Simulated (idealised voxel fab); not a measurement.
process module | voxel quadruple lines
This is section cut - it's 275 nm across, gridded in 5 nm square cells.
In this document a cross-section is written as a grid of square cells. It is given as a series of bands, listed from the top down, and a band is one or more rows of cells.
Band: top height; bottom height; in nm. Then, left to right: material with width in nm, for each material. "throughout": a single material spanning edge to edge. "blank": empty space.
Height datum 0, below which the as-received substrate wafer is one material. Lowest band open at the bottom, running downward: "0..down".
So if you see something like "30->40" for the width, read it as the top row of the band sitting at the first number and the bottom row at the second, with every row in between moving by the same amount as the last.
When a step is marked "no alteration", none of the cells in the cross-section changed during that step.
Entry "Fully closed voids" = empty spaces >= 8 cells with no open way to the top; each as width x height at distance, distance from left edge, all nm.
Step line, after settings: the simulator's comment on this step.
Each step line may optionally specify "overlay nm", which for a step with a mask gives the rightward distance between the mask's planned place and where it lay, a negative value indicating the leftward direction.

These are the steps we planned for the process
1) RECEIVE with material Si
2) CONFORMAL_DEP with material SiO2, thk nm 10
3) DIRECTIONAL_DEP with material W, thk nm 10
4) DIRECTIONAL_DEP with material polySi, thk nm 15
5) DIRECTIONAL_DEP with material aC, thk nm 25
6) PATTERN with tone cover, mask id MANDREL, material resist, width nm 30, thk nm 35, overlay nm 0
7) DIRECTIONAL_ETCH with etch materials aC, depth nm 25
8) STRIP with etch materials resist
9) CONFORMAL_DEP with material SiO2, thk nm 10
10) DIRECTIONAL_ETCH with etch materials SiO2, depth nm 10
11) STRIP with etch materials aC
12) DIRECTIONAL_ETCH with etch materials polySi, depth nm 15
13) STRIP with etch materials SiO2
14) CONFORMAL_DEP with material SiCN, thk nm 10
15) DIRECTIONAL_ETCH with etch materials SiCN, depth nm 10
16) STRIP with etch materials polySi
17) DIRECTIONAL_ETCH with etch materials W, depth nm 10
18) STRIP with etch materials SiCN

Cross-section of the incoming wafer, state after step 1
0..down  Si throughout
Fully closed voids: none

Here's the wafer cut in cross-section after the module, started and planned just like above, except one thing was done wrong in the run
60..45  blank 110, then W 10, then aC 30, then W 10, then blank 115
45..35  blank 100, then W 20, then aC 30, then W 20, then blank 105
35..20  polySi throughout
20..10  W throughout
10..0  SiO2 throughout
0..down  Si throughout
Fully closed voids: none
Against the plan, the run slipped here: step 9 ran differently from the plan; actual operation with settings: CONFORMAL_DEP with material W, thk nm 10
